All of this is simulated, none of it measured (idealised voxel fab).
Module name: voxel wiring stack (process module)
Cross-section cut: width 220 nm, square cells of 5 nm.
Square cells in a grid make up a cross-section in this document, and the grid is given as bands, listed from the top down, each one or more rows of cells.
Heights first: top, then bottom, in nm. Then materials, left to right, each with a width in nm. "all across" on a single material: fills the band edge to edge. "blank": empty space.
Zero point of the height axis is 0; under it, received wafer = one material. Lowest band: continues down indefinitely, "from 0 down".
Per-row width for "30..40": begins at first number (top row of band), ends at second number (bottom row), increment between rows held constant.
Where a step carries "no modifications", the cross-section came out of it unchanged, cell for cell.
This entry, "Closed-off voids", enumerates those empty regions of no fewer than 8 cells that possess no open connection to the top. Each region is reported in the form width x height at distance, the distance being taken from the left edge, with all three quantities expressed in nm.
Formally, on a step line, whatever follows the settings is a remark that the simulator itself makes on the step.
The optional step-line setting "overlay nm" applies to steps with a mask and quantifies how far to the right of its planned location the mask lay, a negative value indicating leftward placement.
**Below is the list of planned process steps**
1 RECEIVE, material Si
2 CONFORMAL_DEP, material SiO2, thk nm 15
3 CONFORMAL_DEP, material SiN, thk nm 5
4 DIRECTIONAL_DEP, material SiO2, thk nm 25
5 MASKED_ETCH, tone open, mask id METAL_1, width nm 25, pitch nm 45, etch materials SiO2, depth nm 25, overlay nm 0
6 MASKED_ETCH, tone open, mask id METAL_1, width nm 25, pitch nm 45, etch materials SiN, depth nm 5, overlay nm 0
7 CONFORMAL_DEP, material TiN, thk nm 5
8 FILL_DEP, material Cu, thk nm 10
9 CMP, height nm 45
10 CONFORMAL_DEP, material SiCN, thk nm 5
11 DIRECTIONAL_DEP, material SiO2, thk nm 15
12 MASKED_ETCH, tone open, mask id PLUG_1, width nm 15, pitch nm 45, etch materials SiO2, depth nm 15, overlay nm 0
13 MASKED_ETCH, tone open, mask id PLUG_1, width nm 15, pitch nm 45, etch materials SiCN, depth nm 5, overlay nm 0
14 EPI, material Ru, thk nm 10
15 EPI, material Ru, thk nm 10
16 CONFORMAL_DEP, material SiN, thk nm 5
17 DIRECTIONAL_DEP, material lowk, thk nm 20
18 PATTERN, tone open, mask id METAL_2, material resist, width nm 25, pitch nm 45, thk nm 20, overlay nm 0
19 DIRECTIONAL_ETCH, etch materials lowk, depth nm 20
20 DIRECTIONAL_ETCH, etch materials SiN, depth nm 5
21 STRIP, etch materials resist
22 CONFORMAL_DEP, material TiN, thk nm 5
23 FILL_DEP, material Cu, thk nm 10
24 CMP, height nm 90
25 CONFORMAL_DEP, material SiCN, thk nm 5
26 DIRECTIONAL_DEP, material SiO2, thk nm 30
27 MASKED_ETCH, tone open, mask id METAL_3_HOLES, width nm 15, pitch nm 45, etch materials SiO2, depth nm 30, overlay nm 0
28 MASKED_ETCH, tone open, mask id METAL_3, width nm 25, pitch nm 45, etch materials SiO2, depth nm 20, overlay nm 0
29 MASKED_ETCH, tone open, mask id METAL_3, width nm 25, pitch nm 45, etch materials SiCN, depth nm 5, overlay nm 0
30 CONFORMAL_DEP, material TiN, thk nm 5
31 FILL_DEP, material Cu, thk nm 10
32 CMP, height nm 125
33 CONFORMAL_DEP, material SiCN, thk nm 5
34 DIRECTIONAL_DEP, material lowk, thk nm 25
35 MASKED_ETCH, tone open, mask id METAL_4_HOLES, width nm 15, pitch nm 90, etch materials lowk, depth nm 25, overlay nm 0
36 PATTERN, tone open, mask id METAL_4, material resist, width nm 25, pitch nm 45, thk nm 20, overlay nm 0
37 DIRECTIONAL_ETCH, etch materials lowk, depth nm 15
38 DIRECTIONAL_ETCH, etch materials SiCN, depth nm 5
39 STRIP, etch materials resist
40 CONFORMAL_DEP, material TiN, thk nm 5
41 FILL_DEP, material Cu, thk nm 10
42 CMP, height nm 155
43 CONFORMAL_DEP, material SiCN, thk nm 5
**Shown in cross-section is the wafer as received, that is, as it stands after step 1**
* from 0 down | Si all across
* Closed-off voids: none
**Cross-sectional result after module completion. Note: starting condition and plan are unchanged from above; one processing mistake was made**
* from 160 to 155 | SiCN all across
* from 155 to 145 | lowk=50, then TiN=5, then Cu=15, then TiN=5, then lowk=20, then TiN=5, then Cu=15, then TiN=5, then lowk=20, then TiN=5, then Cu=15, then TiN=5, then lowk=55
* from 145 to 140 | lowk=50, then TiN=5, then Cu=5, then TiN=15, then lowk=20, then TiN=25, then lowk=20, then TiN=5, then Cu=5, then TiN=15, then lowk=55
* from 140 to 130 | lowk=50, then TiN=5, then Cu=5, then TiN=5, then lowk=75, then TiN=5, then Cu=5, then TiN=5, then lowk=65
* from 130 to 125 | SiCN=50, then TiN=15, then SiCN=75, then TiN=15, then SiCN=65
* from 125 to 110 | SiO2=50, then TiN=5, then Cu=15, then TiN=5, then SiO2=20, then TiN=5, then Cu=15, then TiN=5, then SiO2=20, then TiN=5, then Cu=15, then TiN=5, then SiO2=55
* from 110 to 105 | SiO2=50, then TiN=5, then Cu=5, then TiN=15, then SiO2=20, then TiN=5, then Cu=5, then TiN=15, then SiO2=20, then TiN=5, then Cu=5, then TiN=15, then SiO2=55
* from 105 to 95 | SiO2=50, then TiN=5, then Cu=5, then TiN=5, then SiO2=30, then TiN=5, then Cu=5, then TiN=5, then SiO2=30, then TiN=5, then Cu=5, then TiN=5, then SiO2=65
* from 95 to 90 | SiCN=50, then TiN=15, then SiCN=30, then TiN=15, then SiCN=30, then TiN=15, then SiCN=65
* from 90 to 70 | lowk=50, then TiN=5, then Cu=15, then TiN=5, then lowk=20, then TiN=5, then Cu=15, then TiN=5, then lowk=20, then TiN=5, then Cu=15, then TiN=5, then lowk=55
* from 70 to 65 | SiN=50, then TiN=25, then SiN=20, then TiN=25, then SiN=20, then TiN=25, then SiN=55
* from 65 to 50 | SiO2=50, then Ru=15, then SiO2=30, then Ru=15, then SiO2=30, then Ru=15, then SiO2=65
* from 50 to 45 | SiCN=50, then Ru=15, then SiCN=30, then Ru=15, then SiCN=30, then Ru=15, then SiCN=65
* from 45 to 25 | SiO2=50, then TiN=5, then Cu=15, then TiN=5, then SiO2=20, then TiN=5, then Cu=15, then TiN=5, then SiO2=20, then TiN=5, then Cu=15, then TiN=5, then SiO2=55
* from 25 to 20 | SiO2=50, then TiN=10, then Cu=5, then TiN=10, then SiO2=20, then TiN=10, then Cu=5, then TiN=10, then SiO2=20, then TiN=10, then Cu=5, then TiN=10, then SiO2=55
* from 20 to 15 | SiN=55, then TiN=15, then SiN=30, then TiN=15, then SiN=30, then TiN=15, then SiN=60
* from 15 to 0 | SiO2 all across
* from 0 down | Si all across
* Closed-off voids: none
Where did the run depart from the plan? step 6 ran differently from the plan; actual operation with settings: MASKED_ETCH, tone open, mask id METAL_1, width nm 15, pitch nm 45, etch materials SiN, depth nm 5, overlay nm 0
